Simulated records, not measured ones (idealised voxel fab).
The process module presented herein is designated voxel self aligned vias.
Square cells of 5 nm make up the cross-section cut, whose width is 265 nm.
Heads up, the way a cross-section reads in here is a grid of square cells, handed over as bands from the top down, with every band being one or more rows of cells.
For a band, the entry starts with two heights in nm, that of the top and then that of the bottom, and carries on with the band's materials in order from left to right, each alongside its width in nm; the word "full width" beside a single material means it fills the band edge to edge, and "blank" means empty space.
Height reference: 0 = level under which incoming wafer is all one material. Lowest band: no bottom, runs on downward, e.g. "z 0 and below".
Top row gets the first number, bottom row gets the second, and each row in between changes by the same step: that is how a band width like "30..40" works.
Key: "same as before" - step with no changed cell in the cross-section.
Entrapped voids: empty space of 8 cells or more with no open way to the top, each as width x height at its distance from the left edge, in nm
Text after the settings on a step's line: the simulator's own remark on that step.
Among the settings permitted on a step's line is "overlay nm"; applied to a step with a mask, it specifies the extent to which the mask lay to the right of its planned position, whereas a negative figure signifies a position to the left.

**These are the steps we planned for the process**
1,RECEIVE with material Si
2,CONFORMAL_DEP with material SiO2, thk nm 10
3,CONFORMAL_DEP with material SiCN, thk nm 5
4,DIRECTIONAL_DEP with material SiO2, thk nm 20
5,MASKED_ETCH with tone open, mask id LINES, width nm 20, pitch nm 60, etch materials SiO2, depth nm 20, overlay nm 0
6,CONFORMAL_DEP with material TiN, thk nm 5
7,FILL_DEP with material Ru, thk nm 10
8,CMP with height nm 35
9,SELECTIVE_ETCH with etch materials W Ru TiN, depth nm 10
10,FILL_DEP with material SiN, thk nm 5
11,CMP with height nm 35
12,DIRECTIONAL_DEP with material SiO2, thk nm 20
13,PATTERN with tone open, mask id VIAS, material resist, width nm 30, pitch nm 60, thk nm 20, overlay nm 0
14,DIRECTIONAL_ETCH with etch materials SiO2, depth nm 20
15,DIRECTIONAL_ETCH with etch materials SiN, depth nm 10
16,STRIP with etch materials resist
17,CONFORMAL_DEP with material TiN, thk nm 5
18,FILL_DEP with material Ru, thk nm 10
19,CMP with height nm 55
20,CONFORMAL_DEP with material SiCN, thk nm 5

**So, the first of our two wafers, run just as we planned it**

**Shown in cross-section is the wafer as received, that is, as it stands after step 1**
z 0 and below = Si full width
Entrapped voids: none

**How the wafer stands in section after step 2**
z 10 to 0 = SiO2 full width
Under the height 0 nothing was changed.

**How the wafer stands in section after step 3**
z 15 to 10 = SiCN full width
Under the height 10 nothing was changed.

**How the wafer stands in section after step 4**
z 35 to 15 = SiO2 full width
Under the height 15 nothing was changed.

**How the wafer stands in section after step 5**
z 35 to 15 = SiO2 (90) | blank (20) | SiO2 (40) | blank (20) | SiO2 (95)
Under the height 15 nothing was changed.

**How the wafer stands in section after step 6**
z 40 to 35 = TiN (95) | blank (10) | TiN (50) | blank (10) | TiN (100)
z 35 to 20 = SiO2 (90) | TiN (5) | blank (10) | TiN (5) | SiO2 (40) | TiN (5) | blank (10) | TiN (5) | SiO2 (95)
z 20 to 15 = SiO2 (90) | TiN (20) | SiO2 (40) | TiN (20) | SiO2 (95)
Under the height 15 nothing was changed.

**How the wafer stands in section after step 7**
z 50 to 40 = Ru full width
z 40 to 35 = TiN (95) | Ru (10) | TiN (50) | Ru (10) | TiN (100)
z 35 to 20 = SiO2 (90) | TiN (5) | Ru (10) | TiN (5) | SiO2 (40) | TiN (5) | Ru (10) | TiN (5) | SiO2 (95)
Under the height 20 nothing was changed.

**How the wafer stands in section after step 8**
z 35 to 20 = SiO2 (90) | TiN (5) | Ru (10) | TiN (5) | SiO2 (40) | TiN (5) | Ru (10) | TiN (5) | SiO2 (95)
Under the height 20 nothing was changed.

**How the wafer stands in section after step 9**
z 35 to 25 = SiO2 (90) | blank (20) | SiO2 (40) | blank (20) | SiO2 (95)
Under the height 25 nothing was changed.

**How the wafer stands in section after step 10**
z 40 to 35 = SiN full width
z 35 to 25 = SiO2 (90) | SiN (20) | SiO2 (40) | SiN (20) | SiO2 (95)
Under the height 25 nothing was changed.

**How the wafer stands in section after step 11**
z 35 to 25 = SiO2 (90) | SiN (20) | SiO2 (40) | SiN (20) | SiO2 (95)
Under the height 25 nothing was changed.

**How the wafer stands in section after step 12**
z 55 to 35 = SiO2 full width
Under the height 35 nothing was changed.

**How the wafer stands in section after step 13**
z 75 to 55 = resist (85) | blank (30) | resist (30) | blank (30) | resist (90)
Under the height 55 nothing was changed.

**How the wafer stands in section after step 14**
z 75 to 55 = resist (85) | blank (30) | resist (30) | blank (30) | resist (90)
z 55 to 35 = SiO2 (85) | blank (30) | SiO2 (30) | blank (30) | SiO2 (90)
Under the height 35 nothing was changed.

**How the wafer stands in section after step 15**
z 75 to 55 = resist (85) | blank (30) | resist (30) | blank (30) | resist (90)
z 55 to 35 = SiO2 (85) | blank (30) | SiO2 (30) | blank (30) | SiO2 (90)
z 35 to 25 = SiO2 (90) | blank (20) | SiO2 (40) | blank (20) | SiO2 (95)
Under the height 25 nothing was changed.

**How the wafer stands in section after step 16**
z 55 to 35 = SiO2 (85) | blank (30) | SiO2 (30) | blank (30) | SiO2 (90)
Under the height 35 nothing was changed.

**How the wafer stands in section after step 17**
z 60 to 55 = TiN (90) | blank (20) | TiN (40) | blank (20) | TiN (95)
z 55 to 40 = SiO2 (85) | TiN (5) | blank (20) | TiN (5) | SiO2 (30) | TiN (5) | blank (20) | TiN (5) | SiO2 (90)
z 40 to 30 = SiO2 (85..90) | TiN (10..5) | blank (10) | TiN (10..5) | SiO2 (30..40) | TiN (10..5) | blank (10) | TiN (10..5) | SiO2 (90..95)
z 30 to 25 = SiO2 (90) | TiN (20) | SiO2 (40) | TiN (20) | SiO2 (95)
Under the height 25 nothing was changed.

**How the wafer stands in section after step 18**
z 70 to 60 = Ru full width
z 60 to 55 = TiN (90) | Ru (20) | TiN (40) | Ru (20) | TiN (95)
z 55 to 40 = SiO2 (85) | TiN (5) | Ru (20) | TiN (5) | SiO2 (30) | TiN (5) | Ru (20) | TiN (5) | SiO2 (90)
z 40 to 30 = SiO2 (85..90) | TiN (10..5) | Ru (10) | TiN (10..5) | SiO2 (30..40) | TiN (10..5) | Ru (10) | TiN (10..5) | SiO2 (90..95)
Under the height 30 nothing was changed.

**How the wafer stands in section after step 19**
z 55 to 40 = SiO2 (85) | TiN (5) | Ru (20) | TiN (5) | SiO2 (30) | TiN (5) | Ru (20) | TiN (5) | SiO2 (90)
Under the height 40 nothing was changed.

**How the wafer stands in section after step 20**
z 60 to 55 = SiCN full width
Under the height 55 nothing was changed.

**Second Wafer (Identical Start and Plan, One Processing Error; Matches First Wafer Through Step 12)**

**What the second wafer looks like in cross-section when step 13 should have wrapped up**
z 75 to 55 = blank (85) | resist (30) | blank (30) | resist (30) | blank (90)
Under the height 55 nothing was changed.

**What the second wafer looks like in cross-section when step 14 should have wrapped up**
z 75 to 55 = blank (85) | resist (30) | blank (30) | resist (30) | blank (90)
z 55 to 35 = blank (85) | SiO2 (30) | blank (30) | SiO2 (30) | blank (90)
Under the height 35 nothing was changed.

What the second wafer looks like in cross-section when step 15 should have wrapped up: same as before

**What the second wafer looks like in cross-section when step 16 should have wrapped up**
z 55 to 35 = blank (85) | SiO2 (30) | blank (30) | SiO2 (30) | blank (90)
Under the height 35 nothing was changed.

**What the second wafer looks like in cross-section when step 17 should have wrapped up**
z 60 to 55 = blank (80) | TiN (40) | blank (20) | TiN (40) | blank (85)
z 55 to 40 = blank (80) | TiN (5) | SiO2 (30) | TiN (5) | blank (20) | TiN (5) | SiO2 (30) | TiN (5) | blank (85)
z 40 to 35 = TiN (85) | SiO2 (30) | TiN (30) | SiO2 (30) | TiN (90)
Under the height 35 nothing was changed.

**What the second wafer looks like in cross-section when step 18 should have wrapped up**
z 70 to 60 = Ru full width
z 60 to 55 = Ru (80) | TiN (40) | Ru (20) | TiN (40) | Ru (85)
z 55 to 40 = Ru (80) | TiN (5) | SiO2 (30) | TiN (5) | Ru (20) | TiN (5) | SiO2 (30) | TiN (5) | Ru (85)
Under the height 40 nothing was changed.

**What the second wafer looks like in cross-section when step 19 should have wrapped up**
z 55 to 40 = Ru (80) | TiN (5) | SiO2 (30) | TiN (5) | Ru (20) | TiN (5) | SiO2 (30) | TiN (5) | Ru (85)
Under the height 40 nothing was changed.

**What the second wafer looks like in cross-section when step 20 should have wrapped up**
z 60 to 55 = SiCN full width
Under the height 55 nothing was changed.
Nonconformance to the process plan: in deviation from the planned setting, step 13 was conducted as PATTERN with tone cover, mask id VIAS, material resist, width nm 30, pitch nm 60, thk nm 20, overlay nm 0
Final tally in cells, some materials are higher or lower on the second wafer than on the first: Ru +79 | SiN +16 | SiO2 -116 | TiN +21
